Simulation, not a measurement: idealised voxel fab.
Process module under the name voxel capacitor over wiring
The width of the displayed cross-section, cut, is 280 nm; its cells are square, with a size of 5 nm.
If you're reading a cross-section in this doc, picture square cells in a grid; it comes to you as bands, top ones listed first down to the bottom, and a band can be one or more rows of cells. Per band: top height and bottom height in nm, followed by the left-to-right materials and their widths in nm; "throughout" marks a single material spanning edge to edge, "empty" marks empty space. Heights are reckoned from 0. Under this level, the received wafer is all of one material. The bottommost band is open-ended downward, for example "z 0 and below". With a width like "30->40", each row of cells in the band differs from the next by the same amount, the top row carrying the first number and the bottom row the second. When a step is marked "changes: none", none of the cells in the cross-section changed during that step. In the "Enclosed cavity list" entry, you get each enclosed empty space of 8 cells or more, one with no open way to the top, written width x height at distance, distance from the left edge, in nm. Step line, after settings: the simulator's comment on this step. The setting "overlay nm" may be written on the line of a step. When the step uses a mask, the value reports how far to the right of the planned place the mask lay, and a negative value reports that it lay to the left.

-- This section lists the process steps that were planned
1 RECEIVE | material Si
2 CONFORMAL_DEP | material SiO2 | thk nm 10
3 CONFORMAL_DEP | material SiCN | thk nm 5
4 DIRECTIONAL_DEP | material lowk | thk nm 25
5 PATTERN | tone open | mask id METAL_1 | material resist | width nm 25 | pitch nm 90 | thk nm 15 | overlay nm 0
6 DIRECTIONAL_ETCH | etch materials lowk | depth nm 25
7 DIRECTIONAL_ETCH | etch materials SiCN | depth nm 5
8 STRIP | etch materials resist
9 CONFORMAL_DEP | material TiN | thk nm 5
10 FILL_DEP | material Cu | thk nm 10
11 CMP | height nm 40
12 CONFORMAL_DEP | material SiCN | thk nm 5
13 DIRECTIONAL_DEP | material SiO2 | thk nm 15
14 DIRECTIONAL_DEP | material aC | thk nm 10
15 PATTERN | tone open | mask id PLUG_1 | material resist | width nm 15 | thk nm 30 | overlay nm 0
16 DIRECTIONAL_ETCH | etch materials aC | depth nm 10
17 STRIP | etch materials resist
18 DIRECTIONAL_ETCH | etch materials SiO2 | depth nm 15
19 DIRECTIONAL_ETCH | etch materials SiCN | depth nm 5
20 STRIP | etch materials aC
21 EPI | material Ru | thk nm 10
22 EPI | material Ru | thk nm 10
23 DIRECTIONAL_DEP | material TiN | thk nm 10
24 DIRECTIONAL_DEP | material HfO2 | thk nm 5
25 DIRECTIONAL_DEP | material TiN | thk nm 10
26 MASKED_ETCH | tone cover | mask id UPPER_PLATE | width nm 70 | etch materials TiN | depth nm 10 | overlay nm 0
27 MASKED_ETCH | tone cover | mask id UPPER_PLATE | width nm 70 | etch materials HfO2 | depth nm 5 | overlay nm 0
28 MASKED_ETCH | tone cover | mask id LOWER_PLATE | width nm 80 | etch materials TiN | depth nm 10 | overlay nm 0
29 FILL_DEP | material SiO2 | thk nm 20
30 CMP | height nm 100
31 PATTERN | tone open | mask id PLUG_2 | material resist | width nm 15 | thk nm 20 | overlay nm 0
32 DIRECTIONAL_ETCH | etch materials SiO2 | depth nm 15
33 STRIP | etch materials resist
34 CONFORMAL_DEP | material TiN | thk nm 5
35 FILL_DEP | material Ru | thk nm 5
36 CMP | height nm 100
37 CONFORMAL_DEP | material SiN | thk nm 5

-- As-received wafer cross-section (after step 1)
	z 0 and below = Si throughout
	Enclosed cavity list: none

-- This is how the wafer looks in cross-section once the module is done, given the starting state and plan above and one mistake in carrying the plan out
	z 105 to 100 = SiN throughout
	z 100 to 90 = SiO2 (100), then TiN (5), then Ru (5), then TiN (5), then SiO2 (165)
	z 90 to 85 = SiO2 (100), then TiN (15), then SiO2 (165)
	z 85 to 75 = SiO2 (90), then TiN (70), then SiO2 (120)
	z 75 to 70 = SiO2 (90), then HfO2 (70), then SiO2 (120)
	z 70 to 60 = SiO2 (85), then TiN (80), then SiO2 (115)
	z 60 to 45 = SiO2 (90), then Ru (15), then SiO2 (175)
	z 45 to 40 = SiCN (90), then Ru (15), then SiCN (175)
	z 40 to 15 = lowk (80), then TiN (5), then Cu (20), then TiN (5), then lowk (60), then TiN (5), then Cu (20), then TiN (5), then lowk (80)
	z 15 to 10 = SiCN (80), then TiN (30), then SiCN (60), then TiN (30), then SiCN (80)
	z 10 to 0 = SiO2 throughout
	z 0 and below = Si throughout
	Enclosed cavity list: none
What was done differently from what was planned? planned and actual differ for step 5; actual: PATTERN | tone open | mask id METAL_1 | material resist | width nm 30 | pitch nm 90 | thk nm 15 | overlay nm 0
